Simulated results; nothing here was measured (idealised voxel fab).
Process module name: voxel wiring stack
The cross-section on display is named cut; it measures 280 nm wide, and its cells are 5 nm squares.
A cross-section is a grid of square cells, given in bands from the top down. A band is one or more rows of cells.
What a band's entry tells you: where the top is and where the bottom is, as heights in nm, and after that what lies inside, material by material from left to right, each with its width in nm. Empty space is written as the word "blank", and a single material marked with the word "full width" occupies the band from edge to edge.
Heights are reckoned from 0. Under this level, the received wafer is all of one material. The bottommost band is open-ended downward, for example "z 0 and below".
A width such as "30..40" changes by the same amount from each row of cells to the next, from the band's top row to its bottom row.
"changes: none" means the step left every cell of the cross-section as it was.
Entry "Cavities, closed". Content: empty spaces with no open connection to the top, size 8 cells or greater. Each: width x height at distance. Distance: from left edge. Unit: nm.
Whatever follows a step's settings on its line is a remark the simulator itself makes about that step.
On any step carrying a mask, the "overlay nm" setting, if present on the step's line, tells how far right of its planned place the mask lay; negative values point to the left.

THE PROCESS STEPS THAT WERE PLANNED ARE LISTED BELOW
1 RECEIVE [material Si]
2 CONFORMAL_DEP [material SiO2] [thk nm 15]
3 CONFORMAL_DEP [material SiN] [thk nm 5]
4 DIRECTIONAL_DEP [material lowk] [thk nm 20]
5 DIRECTIONAL_DEP [material aC] [thk nm 10]
6 PATTERN [tone open] [mask id METAL_1] [material resist] [width nm 25] [pitch nm 45] [thk nm 25] [overlay nm 0]
7 DIRECTIONAL_ETCH [etch materials aC] [depth nm 10]
8 STRIP [etch materials resist]
9 DIRECTIONAL_ETCH [etch materials lowk] [depth nm 20]
10 DIRECTIONAL_ETCH [etch materials SiN] [depth nm 5]
11 STRIP [etch materials aC]
12 CONFORMAL_DEP [material TiN] [thk nm 5]
13 FILL_DEP [material Ru] [thk nm 5]
14 CMP [height nm 40]
15 CONFORMAL_DEP [material SiCN] [thk nm 5]
16 DIRECTIONAL_DEP [material lowk] [thk nm 10]
17 MASKED_ETCH [tone open] [mask id PLUG_1] [width nm 15] [pitch nm 45] [etch materials lowk] [depth nm 10] [overlay nm 0]
18 MASKED_ETCH [tone open] [mask id PLUG_1] [width nm 15] [pitch nm 45] [etch materials SiCN] [depth nm 5] [overlay nm 0]
19 EPI [material Ru] [thk nm 10]
20 EPI [material Ru] [thk nm 5]
21 CONFORMAL_DEP [material SiN] [thk nm 5]
22 DIRECTIONAL_DEP [material SiO2] [thk nm 15]
23 PATTERN [tone open] [mask id METAL_2] [material resist] [width nm 25] [pitch nm 45] [thk nm 20] [overlay nm 0]
24 DIRECTIONAL_ETCH [etch materials SiO2] [depth nm 15]
25 DIRECTIONAL_ETCH [etch materials SiN] [depth nm 5]
26 STRIP [etch materials resist]
27 CONFORMAL_DEP [material TiN] [thk nm 5]
28 FILL_DEP [material Cu] [thk nm 5]
29 CMP [height nm 75]
30 CONFORMAL_DEP [material SiN] [thk nm 5]

CROSS-SECTION OF THE INCOMING WAFER, STATE AFTER STEP 1
z 0 and below: Si full width
Cavities, closed: none

CROSS-SECTIONAL IMAGE OF THE FIRST OF TWO WAFERS AT THE END OF THE MODULE, THE RUN HAVING PROCEEDED AS PLANNED
z 80 to 75: SiN full width
z 75 to 60: SiO2 80 nm  TiN 5 nm  Cu 15 nm  TiN 5 nm  SiO2 20 nm  TiN 5 nm  Cu 15 nm  TiN 5 nm  SiO2 20 nm  TiN 5 nm  Cu 15 nm  TiN 5 nm  SiO2 85 nm
z 60 to 55: SiN 80 nm  TiN 25 nm  SiN 20 nm  TiN 25 nm  SiN 20 nm  TiN 25 nm  SiN 85 nm
z 55 to 45: lowk 80 nm  Ru 15 nm  lowk 30 nm  Ru 15 nm  lowk 30 nm  Ru 15 nm  lowk 95 nm
z 45 to 40: SiCN 80 nm  Ru 15 nm  SiCN 30 nm  Ru 15 nm  SiCN 30 nm  Ru 15 nm  SiCN 95 nm
z 40 to 20: lowk 80 nm  TiN 5 nm  Ru 15 nm  TiN 5 nm  lowk 20 nm  TiN 5 nm  Ru 15 nm  TiN 5 nm  lowk 20 nm  TiN 5 nm  Ru 15 nm  TiN 5 nm  lowk 85 nm
z 20 to 15: SiN 80 nm  TiN 25 nm  SiN 20 nm  TiN 25 nm  SiN 20 nm  TiN 25 nm  SiN 85 nm
z 15 to 0: SiO2 full width
z 0 and below: Si full width
Cavities, closed: none

END-OF-MODULE CROSS-SECTION OF THE SECOND WAFER: IDENTICAL STARTING POINT AND PROCESS PLAN TO THE FIRST, WITH ONE PROCESSING MISTAKE
z 80 to 75: SiN full width
z 75 to 60: Cu 75 nm  TiN 5 nm  SiO2 25 nm  TiN 5 nm  Cu 10 nm  TiN 5 nm  SiO2 25 nm  TiN 5 nm  Cu 10 nm  TiN 5 nm  SiO2 25 nm  TiN 5 nm  Cu 80 nm
z 60 to 55: TiN 80 nm  SiN 25 nm  TiN 20 nm  SiN 25 nm  TiN 20 nm  SiN 25 nm  TiN 85 nm
z 55 to 45: lowk 80 nm  Ru 15 nm  lowk 30 nm  Ru 15 nm  lowk 30 nm  Ru 15 nm  lowk 95 nm
z 45 to 40: SiCN 80 nm  Ru 15 nm  SiCN 30 nm  Ru 15 nm  SiCN 30 nm  Ru 15 nm  SiCN 95 nm
z 40 to 20: lowk 80 nm  TiN 5 nm  Ru 15 nm  TiN 5 nm  lowk 20 nm  TiN 5 nm  Ru 15 nm  TiN 5 nm  lowk 20 nm  TiN 5 nm  Ru 15 nm  TiN 5 nm  lowk 85 nm
z 20 to 15: SiN 80 nm  TiN 25 nm  SiN 20 nm  TiN 25 nm  SiN 20 nm  TiN 25 nm  SiN 85 nm
z 15 to 0: SiO2 full width
z 0 and below: Si full width
Cavities, closed: none
Nonconformance to the process plan: the process deviated at step 23: the operation and settings actually run there were PATTERN [tone cover] [mask id METAL_2] [material resist] [width nm 25] [pitch nm 45] [thk nm 20] [overlay nm 0]
End of process, cell counts, second wafer against first, materials with more or fewer: 78 more of Cu, 26 fewer of SiN, 78 fewer of SiO2, 26 more of TiN
